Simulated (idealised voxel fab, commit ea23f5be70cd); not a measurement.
Herein follows the process module entitled voxel trench capacitor.
Xsec cut, 260 nm wide, square cell size 5 nm.
When this document writes out a cross-section, it uses a grid of square cells and lists it as bands, beginning at the top and moving down, with a band standing for one or more rows of cells.
First you get the band's top height and its bottom height, in nm, and then the materials it's made of, left to right, with each width in nm. If you see a single material with "edge to edge", that one covers the band edge to edge. "blank" is empty space.
We count height from 0. Below that, the starting wafer is all one material. The lowest band never ends at the bottom but goes on down; see "0 -> down" for how that is written.
When a width is written as two numbers, as in "30->40", the first number is the width in the top row of cells of the band and the second is the width in its bottom row, and the width changes by the same amount from each row to the next.
"same as before" means the step left every cell of the cross-section as it was.
"Enclosed voids" lists enclosed empty spaces (at least 8 cells, no open path upward to the top), each as width x height at distance from the left edge, in nm.
That trailing text on a step's line, after the settings, is the simulator's own remark on the step.
The optional step-line setting "overlay nm" applies to steps with a mask and quantifies how far to the right of its planned location the mask lay, a negative value indicating leftward placement.

# Steps in the process plan
1. RECEIVE,material Si
2. CONFORMAL_DEP,material SiN,thk nm 5
3. DIRECTIONAL_DEP,material aC,thk nm 15
4. PATTERN,tone open,mask id TRENCH,material resist,width nm 15,pitch nm 40,thk nm 35,overlay nm 0
5. DIRECTIONAL_ETCH,etch materials aC,depth nm 15
6. STRIP,etch materials resist
7. DIRECTIONAL_ETCH,etch materials SiN,depth nm 5
8. DIRECTIONAL_ETCH,etch materials Si,depth nm 40
9. STRIP,etch materials aC
10. CONFORMAL_DEP,material Al2O3,thk nm 5
11. FILL_DEP,material polySi,thk nm 5
12. CMP,height nm 5

# Step 1 complete: cross-section of the wafer as received
  0 -> down = Si edge to edge
  Enclosed voids: none

# The first of two wafers, cross-sectioned at the end of the module, with the run proceeding as planned
  5 -> 0 = SiN 80 / Al2O3 5 / polySi 5 / Al2O3 5 / SiN 25 / Al2O3 5 / polySi 5 / Al2O3 5 / SiN 25 / Al2O3 5 / polySi 5 / Al2O3 5 / SiN 85
  0 -> -35 = Si 80 / Al2O3 5 / polySi 5 / Al2O3 5 / Si 25 / Al2O3 5 / polySi 5 / Al2O3 5 / Si 25 / Al2O3 5 / polySi 5 / Al2O3 5 / Si 85
  -35 -> -40 = Si 80 / Al2O3 15 / Si 25 / Al2O3 15 / Si 25 / Al2O3 15 / Si 85
  -40 -> down = Si edge to edge
  Enclosed voids: none

# Cross-section at end of module for the second wafer of two, which matched the first in starting point and plan and differed by one mistake in its processing
  5 -> 0 = polySi 75 / Al2O3 5 / SiN 15 / Al2O3 5 / polySi 15 / Al2O3 5 / SiN 15 / Al2O3 5 / polySi 15 / Al2O3 5 / SiN 15 / Al2O3 5 / polySi 80
  0 -> -35 = polySi 75 / Al2O3 5 / Si 15 / Al2O3 5 / polySi 15 / Al2O3 5 / Si 15 / Al2O3 5 / polySi 15 / Al2O3 5 / Si 15 / Al2O3 5 / polySi 80
  -35 -> -40 = Al2O3 80 / Si 15 / Al2O3 25 / Si 15 / Al2O3 25 / Si 15 / Al2O3 85
  -40 -> down = Si edge to edge
  Enclosed voids: none
So what did we get wrong on this run? step 4 ran as: PATTERN,tone cover,mask id TRENCH,material resist,width nm 15,pitch nm 40,thk nm 35,overlay nm 0
End of process, cell counts, second wafer against first, materials with more or fewer: Al2O3 +34; Si -272; SiN -34; polySi +272
